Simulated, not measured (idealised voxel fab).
process module | voxel self aligned contacts
cross-section cut | 240 nm wide | cells 5 nm
A cross-section is a grid of square cells, given in bands from the top down. A band is one or more rows of cells.
Each band's line starts with the height of the band's top and of its bottom, in nm. Then come its materials from left to right, each with its width in nm. One material with "throughout" fills the band from edge to edge. "air" is empty space.
Height 0 is the level under which the wafer as received is all one material. The lowest band goes on downwards, as in "0 down".
A width such as "30 to 40" changes by the same amount from each row of cells to the next, from the band's top row to its bottom row.
"no change" after a step means that no cell of the cross-section changed.
closed voids: empty space of 8 cells or more with no open way to the top, each as width x height at its distance from the left edge, in nm
after a step's settings: what the simulator itself notes on the step
overlay nm, on a step with a mask: how far to the right of its planned place the mask lay; to the left if negative
plan
1 op RECEIVE | material Si
2 op OXIDIZE | depth nm 5
3 op DIRECTIONAL_DEP | material polySi | thk nm 30
4 op DIRECTIONAL_DEP | material SiN | thk nm 20
5 op PATTERN | tone cover | mask id GATE | material resist | width nm 35 | pitch nm 70 | thk nm 15 | overlay nm 0
6 op DIRECTIONAL_ETCH | etch materials SiN | depth nm 20
7 op DIRECTIONAL_ETCH | etch materials polySi | depth nm 30
8 op STRIP | etch materials resist
9 op CONFORMAL_DEP | material SiN | thk nm 10
10 op DIRECTIONAL_ETCH | etch materials SiN | depth nm 10
11 op FILL_DEP | material SiO2 | thk nm 15
12 op CMP | height nm 60
13 op DIRECTIONAL_DEP | material aC | thk nm 10
14 op PATTERN | tone open | mask id CONTACT | material resist | width nm 55 | pitch nm 70 | thk nm 30 | overlay nm 0
15 op DIRECTIONAL_ETCH | etch materials aC | depth nm 10
16 op STRIP | etch materials resist
17 op DIRECTIONAL_ETCH | etch materials SiO2 | depth nm 65
18 op STRIP | etch materials aC
19 op CONFORMAL_DEP | material TiN | thk nm 5
20 op FILL_DEP | material W | thk nm 5
21 op CMP | height nm 60
22 op CONFORMAL_DEP | material SiCN | thk nm 5
as received, after step 1
  0 down: Si throughout
  closed voids: none
a wafer at the end: this start, this plan, one mistake
  65 to 60: SiCN throughout
  60 to 50: SiO2 55 | TiN 5 to 25 | polySi 45 to 5 | TiN 5 to 25 | SiO2 15 | TiN 5 to 25 | polySi 45 to 5 | TiN 5 to 25 | SiO2 60
  50 to 30: SiO2 20 | SiN 55 | TiN 5 | polySi 5 | TiN 5 | SiN 55 | TiN 5 | polySi 5 | TiN 5 | SiN 55 | SiO2 25
  30 to 0: SiO2 20 | SiN 10 | polySi 35 | SiN 10 | TiN 5 | polySi 5 | TiN 5 | SiN 10 | polySi 35 | SiN 10 | TiN 5 | polySi 5 | TiN 5 | SiN 10 | polySi 35 | SiN 10 | SiO2 25
  0 to -5: SiO2 75 | TiN 15 | SiO2 55 | TiN 15 | SiO2 80
  -5 down: Si throughout
  closed voids: none
what went wrong: step 20 ran as: op FILL_DEP | material polySi | thk nm 5
